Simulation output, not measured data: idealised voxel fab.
process module | voxel ribs on slabs
cross-section cut | 140 nm wide | cells 5 nm
A cross-section is a grid of square cells, given in bands from the top down. A band is one or more rows of cells.
Each band's line starts with the height of the band's top and of its bottom, in nm. Then come its materials from left to right, each with its width in nm. One material with "throughout" fills the band from edge to edge. "air" is empty space.
Height 0 is the level under which the wafer as received is all one material. The lowest band goes on downwards, as in "0 down".
A width such as "30 to 40" changes by the same amount from each row of cells to the next, from the band's top row to its bottom row.
"no change" after a step means that no cell of the cross-section changed.
closed voids: empty space of 8 cells or more with no open way to the top, each as width x height at its distance from the left edge, in nm
after a step's settings: what the simulator itself notes on the step
overlay nm, on a step with a mask: how far to the right of its planned place the mask lay; to the left if negative
plan
1 op RECEIVE | material Si
2 op DIRECTIONAL_DEP | material SiO2 | thk nm 30
3 op DIRECTIONAL_DEP | material SiN | thk nm 20
4 op MASKED_ETCH | tone cover | mask id RIB | width nm 20 | etch materials SiN | depth nm 5 | overlay nm 0
5 op PATTERN | tone cover | mask id SLAB | material resist | width nm 50 | thk nm 15 | overlay nm 0
6 op DIRECTIONAL_ETCH | etch materials SiN | depth nm 15
7 op STRIP | etch materials resist
8 op FILL_DEP | material SiO2 | thk nm 25
9 op CMP | height nm 65
10 op DIRECTIONAL_DEP | material W | thk nm 10
11 op DIRECTIONAL_DEP | material aC | thk nm 15
12 op PATTERN | tone cover | mask id HEATER | material resist | width nm 30 | thk nm 35 | overlay nm 0
13 op DIRECTIONAL_ETCH | etch materials aC | depth nm 15
14 op STRIP | etch materials resist
15 op DIRECTIONAL_ETCH | etch materials W | depth nm 10
16 op STRIP | etch materials aC
17 op CONFORMAL_DEP | material SiN | thk nm 5
first wafer, as planned
as received, after step 1
  0 down: Si throughout
  closed voids: none
after step 2
  30 to 0: SiO2 throughout
  below 0: unchanged
after step 3
  50 to 30: SiN throughout
  below 30: unchanged
after step 4
  50 to 45: air 60 | SiN 20 | air 60
  below 45: unchanged
after step 5
  65 to 50: air 45 | resist 50 | air 45
  50 to 45: air 45 | resist 15 | SiN 20 | resist 15 | air 45
  below 45: unchanged
after step 6
  65 to 50: air 45 | resist 50 | air 45
  50 to 45: air 45 | resist 15 | SiN 20 | resist 15 | air 45
  45 to 30: air 45 | SiN 50 | air 45
  below 30: unchanged
after step 7
  50 to 45: air 60 | SiN 20 | air 60
  below 45: unchanged
after step 8
  75 to 50: SiO2 throughout
  50 to 45: SiO2 60 | SiN 20 | SiO2 60
  45 to 30: SiO2 45 | SiN 50 | SiO2 45
  below 30: unchanged
after step 9
  65 to 50: SiO2 throughout
  below 50: unchanged
after step 10
  75 to 65: W throughout
  below 65: unchanged
after step 11
  90 to 75: aC throughout
  below 75: unchanged
after step 12
  125 to 90: air 55 | resist 30 | air 55
  below 90: unchanged
after step 13
  110 to 90: air 55 | resist 30 | air 55
  90 to 75: air 55 | aC 30 | air 55
  below 75: unchanged
after step 14
  90 to 75: air 55 | aC 30 | air 55
  below 75: unchanged
after step 15
  90 to 75: air 55 | aC 30 | air 55
  75 to 65: air 55 | W 30 | air 55
  below 65: unchanged
after step 16
  75 to 65: air 55 | W 30 | air 55
  below 65: unchanged
after step 17
  80 to 75: air 50 | SiN 40 | air 50
  75 to 70: air 50 | SiN 5 | W 30 | SiN 5 | air 50
  70 to 65: SiN 55 | W 30 | SiN 55
  below 65: unchanged
second wafer: like start, like plan, one mistake. Through step 10 it matches the first wafer
when step 11 should have ended
  90 to 75: SiN throughout
  below 75: unchanged
when step 12 should have ended
  125 to 90: air 55 | resist 30 | air 55
  below 90: unchanged
when step 13 should have ended
  110 to 90: air 55 | resist 30 | air 55
  below 90: unchanged
when step 14 should have ended
  90 to 75: SiN throughout
  below 75: unchanged
when step 15 should have ended: no change
when step 16 should have ended: no change
when step 17 should have ended
  95 to 75: SiN throughout
  below 75: unchanged
what went wrong: step 11 ran as: op DIRECTIONAL_DEP | material SiN | thk nm 15
at the end the second wafer has, in cells: 80 more of SiN | 44 more of W
